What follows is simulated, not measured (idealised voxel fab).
Process module name: voxel self aligned contacts
The width of the displayed cross-section, cut, is 300 nm; its cells are square, with a size of 5 nm.
Think of the cross-section as a grid of square cells. We describe it in bands, top to bottom, and each band covers one or more rows of those cells.
The entry gives the band's vertical extent as a top height and a bottom height in nm, then its horizontal make-up as materials from left to right, each with a width in nm. "empty" stands for empty space; a single material marked "everywhere" fills the band edge to edge.
Heads up on the height convention: 0 is the point under which the incoming wafer is all one material, and the lowest band has no bottom, it just keeps going down, like "0..down".
A two-number width, for instance "30 to 40", indicates that the width is equal to the first number in the top row of the band and to the second number in the bottom row, and that it changes by a constant amount per row of cells.
Given "no change occurred" for a step, no cell of the cross-section differs between before and after that step.
In the "Non-vented voids" entry, you get each enclosed empty space of 8 cells or more, one with no open way to the top, written width x height at distance, distance from the left edge, in nm.
after a step's settings: what the simulator itself notes on the step
The "overlay nm" setting may appear on a step's line; for a step that uses a mask, it gives how far to the right of its planned position the mask lay, and a negative value indicates the left.

### Listed below are the process steps as planned
1,RECEIVE with material Si
2,OXIDIZE with depth nm 5
3,DIRECTIONAL_DEP with material polySi, thk nm 30
4,DIRECTIONAL_DEP with material SiN, thk nm 20
5,PATTERN with tone cover, mask id GATE, material resist, width nm 25, pitch nm 60, thk nm 20, overlay nm 0
6,DIRECTIONAL_ETCH with etch materials SiN, depth nm 20
7,DIRECTIONAL_ETCH with etch materials polySi, depth nm 30
8,STRIP with etch materials resist
9,CONFORMAL_DEP with material SiN, thk nm 10
10,DIRECTIONAL_ETCH with etch materials SiN, depth nm 10
11,FILL_DEP with material SiO2, thk nm 15
12,CMP with height nm 55
13,DIRECTIONAL_DEP with material aC, thk nm 15
14,PATTERN with tone open, mask id CONTACT, material resist, width nm 45, pitch nm 60, thk nm 30, overlay nm 0
15,DIRECTIONAL_ETCH with etch materials aC, depth nm 15
16,STRIP with etch materials resist
17,DIRECTIONAL_ETCH with etch materials SiO2, depth nm 60
18,STRIP with etch materials aC
19,CONFORMAL_DEP with material TiN, thk nm 5
20,FILL_DEP with material W, thk nm 5
21,CMP with height nm 55
22,CONFORMAL_DEP with material SiCN, thk nm 5

### Of two wafers, the first: run according to plan

### Cross-section: wafer on arrival = after step 1
> 0..down | Si everywhere
> Non-vented voids: none

### Cross-section through the wafer, step 2 finished
> 0..-5 | SiO2 everywhere
> Everything under -5 stays put, no change at all.

### Cross-section through the wafer, step 3 finished
> 30..0 | polySi everywhere
> Everything under 0 stays put, no change at all.

### Cross-section through the wafer, step 4 finished
> 50..30 | SiN everywhere
> Everything under 30 stays put, no change at all.

### Cross-section through the wafer, step 5 finished
> 70..50 | empty 75 nm, then resist 25 nm, then empty 35 nm, then resist 25 nm, then empty 35 nm, then resist 25 nm, then empty 80 nm
> Everything under 50 stays put, no change at all.

### Cross-section through the wafer, step 6 finished
> 70..50 | empty 75 nm, then resist 25 nm, then empty 35 nm, then resist 25 nm, then empty 35 nm, then resist 25 nm, then empty 80 nm
> 50..30 | empty 75 nm, then SiN 25 nm, then empty 35 nm, then SiN 25 nm, then empty 35 nm, then SiN 25 nm, then empty 80 nm
> Everything under 30 stays put, no change at all.

### Cross-section through the wafer, step 7 finished
> 70..50 | empty 75 nm, then resist 25 nm, then empty 35 nm, then resist 25 nm, then empty 35 nm, then resist 25 nm, then empty 80 nm
> 50..30 | empty 75 nm, then SiN 25 nm, then empty 35 nm, then SiN 25 nm, then empty 35 nm, then SiN 25 nm, then empty 80 nm
> 30..0 | empty 75 nm, then polySi 25 nm, then empty 35 nm, then polySi 25 nm, then empty 35 nm, then polySi 25 nm, then empty 80 nm
> Everything under 0 stays put, no change at all.

### Cross-section through the wafer, step 8 finished
> 50..30 | empty 75 nm, then SiN 25 nm, then empty 35 nm, then SiN 25 nm, then empty 35 nm, then SiN 25 nm, then empty 80 nm
> Everything under 30 stays put, no change at all.

### Cross-section through the wafer, step 9 finished
> 60..30 | empty 65 nm, then SiN 45 nm, then empty 15 nm, then SiN 45 nm, then empty 15 nm, then SiN 45 nm, then empty 70 nm
> 30..10 | empty 65 nm, then SiN 10 nm, then polySi 25 nm, then SiN 10 nm, then empty 15 nm, then SiN 10 nm, then polySi 25 nm, then SiN 10 nm, then empty 15 nm, then SiN 10 nm, then polySi 25 nm, then SiN 10 nm, then empty 70 nm
> 10..0 | SiN 75 nm, then polySi 25 nm, then SiN 35 nm, then polySi 25 nm, then SiN 35 nm, then polySi 25 nm, then SiN 80 nm
> Everything under 0 stays put, no change at all.

### Cross-section through the wafer, step 10 finished
> 50..30 | empty 65 nm, then SiN 45 nm, then empty 15 nm, then SiN 45 nm, then empty 15 nm, then SiN 45 nm, then empty 70 nm
> 30..0 | empty 65 nm, then SiN 10 nm, then polySi 25 nm, then SiN 10 nm, then empty 15 nm, then SiN 10 nm, then polySi 25 nm, then SiN 10 nm, then empty 15 nm, then SiN 10 nm, then polySi 25 nm, then SiN 10 nm, then empty 70 nm
> Everything under 0 stays put, no change at all.

### Cross-section through the wafer, step 11 finished
> 65..50 | SiO2 everywhere
> 50..30 | SiO2 65 nm, then SiN 45 nm, then SiO2 15 nm, then SiN 45 nm, then SiO2 15 nm, then SiN 45 nm, then SiO2 70 nm
> 30..0 | SiO2 65 nm, then SiN 10 nm, then polySi 25 nm, then SiN 10 nm, then SiO2 15 nm, then SiN 10 nm, then polySi 25 nm, then SiN 10 nm, then SiO2 15 nm, then SiN 10 nm, then polySi 25 nm, then SiN 10 nm, then SiO2 70 nm
> Everything under 0 stays put, no change at all.

### Cross-section through the wafer, step 12 finished
> 55..50 | SiO2 everywhere
> Everything under 50 stays put, no change at all.

### Cross-section through the wafer, step 13 finished
> 70..55 | aC everywhere
> Everything under 55 stays put, no change at all.

### Cross-section through the wafer, step 14 finished
> 100..70 | resist 95 nm, then empty 45 nm, then resist 15 nm, then empty 45 nm, then resist 100 nm
> Everything under 70 stays put, no change at all.

### Cross-section through the wafer, step 15 finished
> 85..70 | resist 95 nm, then empty 45 nm, then resist 15 nm, then empty 45 nm, then resist 100 nm
> 70..55 | aC 95 nm, then empty 45 nm, then aC 15 nm, then empty 45 nm, then aC 100 nm
> Everything under 55 stays put, no change at all.

### Cross-section through the wafer, step 16 finished
> 70..55 | aC 95 nm, then empty 45 nm, then aC 15 nm, then empty 45 nm, then aC 100 nm
> Everything under 55 stays put, no change at all.

### Cross-section through the wafer, step 17 finished
> 70..55 | aC 95 nm, then empty 45 nm, then aC 15 nm, then empty 45 nm, then aC 100 nm
> 55..50 | SiO2 95 nm, then empty 45 nm, then SiO2 15 nm, then empty 45 nm, then SiO2 100 nm
> 50..30 | SiO2 65 nm, then SiN 45 nm, then empty 15 nm, then SiN 45 nm, then empty 15 nm, then SiN 45 nm, then SiO2 70 nm
> 30..0 | SiO2 65 nm, then SiN 10 nm, then polySi 25 nm, then SiN 10 nm, then empty 15 nm, then SiN 10 nm, then polySi 25 nm, then SiN 10 nm, then empty 15 nm, then SiN 10 nm, then polySi 25 nm, then SiN 10 nm, then SiO2 70 nm
> 0..-5 | SiO2 110 nm, then empty 15 nm, then SiO2 45 nm, then empty 15 nm, then SiO2 115 nm
> Everything under -5 stays put, no change at all.

### Cross-section through the wafer, step 18 finished
> 55..50 | SiO2 95 nm, then empty 45 nm, then SiO2 15 nm, then empty 45 nm, then SiO2 100 nm
> Everything under 50 stays put, no change at all.

### Cross-section through the wafer, step 19 finished
> 60..55 | TiN 100 nm, then empty 35 nm, then TiN 25 nm, then empty 35 nm, then TiN 105 nm
> 55..50 | SiO2 95 nm, then TiN 20 nm, then empty 5 nm, then TiN 20 nm, then SiO2 15 nm, then TiN 20 nm, then empty 5 nm, then TiN 20 nm, then SiO2 100 nm
> 50..30 | SiO2 65 nm, then SiN 45 nm, then TiN 5 nm, then empty 5 nm, then TiN 5 nm, then SiN 45 nm, then TiN 5 nm, then empty 5 nm, then TiN 5 nm, then SiN 45 nm, then SiO2 70 nm
> 30..0 | SiO2 65 nm, then SiN 10 nm, then polySi 25 nm, then SiN 10 nm, then TiN 5 nm, then empty 5 nm, then TiN 5 nm, then SiN 10 nm, then polySi 25 nm, then SiN 10 nm, then TiN 5 nm, then empty 5 nm, then TiN 5 nm, then SiN 10 nm, then polySi 25 nm, then SiN 10 nm, then SiO2 70 nm
> 0..-5 | SiO2 110 nm, then TiN 15 nm, then SiO2 45 nm, then TiN 15 nm, then SiO2 115 nm
> Everything under -5 stays put, no change at all.

### Cross-section through the wafer, step 20 finished
> 65..60 | W everywhere
> 60..55 | TiN 100 nm, then W 35 nm, then TiN 25 nm, then W 35 nm, then TiN 105 nm
> 55..50 | SiO2 95 nm, then TiN 20 nm, then W 5 nm, then TiN 20 nm, then SiO2 15 nm, then TiN 20 nm, then W 5 nm, then TiN 20 nm, then SiO2 100 nm
> 50..30 | SiO2 65 nm, then SiN 45 nm, then TiN 5 nm, then W 5 nm, then TiN 5 nm, then SiN 45 nm, then TiN 5 nm, then W 5 nm, then TiN 5 nm, then SiN 45 nm, then SiO2 70 nm
> 30..0 | SiO2 65 nm, then SiN 10 nm, then polySi 25 nm, then SiN 10 nm, then TiN 5 nm, then W 5 nm, then TiN 5 nm, then SiN 10 nm, then polySi 25 nm, then SiN 10 nm, then TiN 5 nm, then W 5 nm, then TiN 5 nm, then SiN 10 nm, then polySi 25 nm, then SiN 10 nm, then SiO2 70 nm
> Everything under 0 stays put, no change at all.

### Cross-section through the wafer, step 21 finished
> 55..50 | SiO2 95 nm, then TiN 20 nm, then W 5 nm, then TiN 20 nm, then SiO2 15 nm, then TiN 20 nm, then W 5 nm, then TiN 20 nm, then SiO2 100 nm
> Everything under 50 stays put, no change at all.

### Cross-section through the wafer, step 22 finished
> 60..55 | SiCN everywhere
> Everything under 55 stays put, no change at all.

### Regarding the second of the two wafers: it shared the first wafer's starting condition and process plan, yet one error occurred during its execution. Its history coincides with that of the first wafer up to and including step 13

### Cross-section: second wafer, time at which step 14 was scheduled to end
> 100..70 | empty 95 nm, then resist 45 nm, then empty 15 nm, then resist 45 nm, then empty 100 nm
> Everything under 70 stays put, no change at all.

### Cross-section: second wafer, time at which step 15 was scheduled to end
> 85..70 | empty 95 nm, then resist 45 nm, then empty 15 nm, then resist 45 nm, then empty 100 nm
> 70..55 | empty 95 nm, then aC 45 nm, then empty 15 nm, then aC 45 nm, then empty 100 nm
> Everything under 55 stays put, no change at all.

### Cross-section: second wafer, time at which step 16 was scheduled to end
> 70..55 | empty 95 nm, then aC 45 nm, then empty 15 nm, then aC 45 nm, then empty 100 nm
> Everything under 55 stays put, no change at all.

### Cross-section: second wafer, time at which step 17 was scheduled to end
> 70..55 | empty 95 nm, then aC 45 nm, then empty 15 nm, then aC 45 nm, then empty 100 nm
> 55..50 | empty 95 nm, then SiO2 45 nm, then empty 15 nm, then SiO2 45 nm, then empty 100 nm
> 50..30 | empty 65 nm, then SiN 45 nm, then SiO2 15 nm, then SiN 45 nm, then SiO2 15 nm, then SiN 45 nm, then empty 70 nm
> 30..0 | empty 65 nm, then SiN 10 nm, then polySi 25 nm, then SiN 10 nm, then SiO2 15 nm, then SiN 10 nm, then polySi 25 nm, then SiN 10 nm, then SiO2 15 nm, then SiN 10 nm, then polySi 25 nm, then SiN 10 nm, then empty 70 nm
> 0..-5 | empty 65 nm, then SiO2 165 nm, then empty 70 nm
> Everything under -5 stays put, no change at all.

### Cross-section: second wafer, time at which step 18 was scheduled to end
> 55..50 | empty 95 nm, then SiO2 45 nm, then empty 15 nm, then SiO2 45 nm, then empty 100 nm
> Everything under 50 stays put, no change at all.

### Cross-section: second wafer, time at which step 19 was scheduled to end
> 60..55 | empty 90 nm, then TiN 55 nm, then empty 5 nm, then TiN 55 nm, then empty 95 nm
> 55..50 | empty 60 nm, then TiN 35 nm, then SiO2 45 nm, then TiN 15 nm, then SiO2 45 nm, then TiN 35 nm, then empty 65 nm
> 50..30 | empty 60 nm, then TiN 5 nm, then SiN 45 nm, then SiO2 15 nm, then SiN 45 nm, then SiO2 15 nm, then SiN 45 nm, then TiN 5 nm, then empty 65 nm
> 30..0 | empty 60 nm, then TiN 5 nm, then SiN 10 nm, then polySi 25 nm, then SiN 10 nm, then SiO2 15 nm, then SiN 10 nm, then polySi 25 nm, then SiN 10 nm, then SiO2 15 nm, then SiN 10 nm, then polySi 25 nm, then SiN 10 nm, then TiN 5 nm, then empty 65 nm
> 0..-5 | TiN 65 nm, then SiO2 165 nm, then TiN 70 nm
> Everything under -5 stays put, no change at all.

### Cross-section: second wafer, time at which step 20 was scheduled to end
> 65..60 | W everywhere
> 60..55 | W 90 nm, then TiN 55 nm, then W 5 nm, then TiN 55 nm, then W 95 nm
> 55..50 | W 60 nm, then TiN 35 nm, then SiO2 45 nm, then TiN 15 nm, then SiO2 45 nm, then TiN 35 nm, then W 65 nm
> 50..30 | W 60 nm, then TiN 5 nm, then SiN 45 nm, then SiO2 15 nm, then SiN 45 nm, then SiO2 15 nm, then SiN 45 nm, then TiN 5 nm, then W 65 nm
> 30..0 | W 60 nm, then TiN 5 nm, then SiN 10 nm, then polySi 25 nm, then SiN 10 nm, then SiO2 15 nm, then SiN 10 nm, then polySi 25 nm, then SiN 10 nm, then SiO2 15 nm, then SiN 10 nm, then polySi 25 nm, then SiN 10 nm, then TiN 5 nm, then W 65 nm
> Everything under 0 stays put, no change at all.

### Cross-section: second wafer, time at which step 21 was scheduled to end
> 55..50 | W 60 nm, then TiN 35 nm, then SiO2 45 nm, then TiN 15 nm, then SiO2 45 nm, then TiN 35 nm, then W 65 nm
> Everything under 50 stays put, no change at all.

### Cross-section: second wafer, time at which step 22 was scheduled to end
> 60..55 | SiCN everywhere
> Everything under 55 stays put, no change at all.
Run error: step 14 deviated from plan and actually ran as PATTERN with tone cover, mask id CONTACT, material resist, width nm 45, pitch nm 60, thk nm 30, overlay nm 0
Final tally in cells, some materials are higher or lower on the second wafer than on the first: -255 SiO2, +2 TiN, +253 W
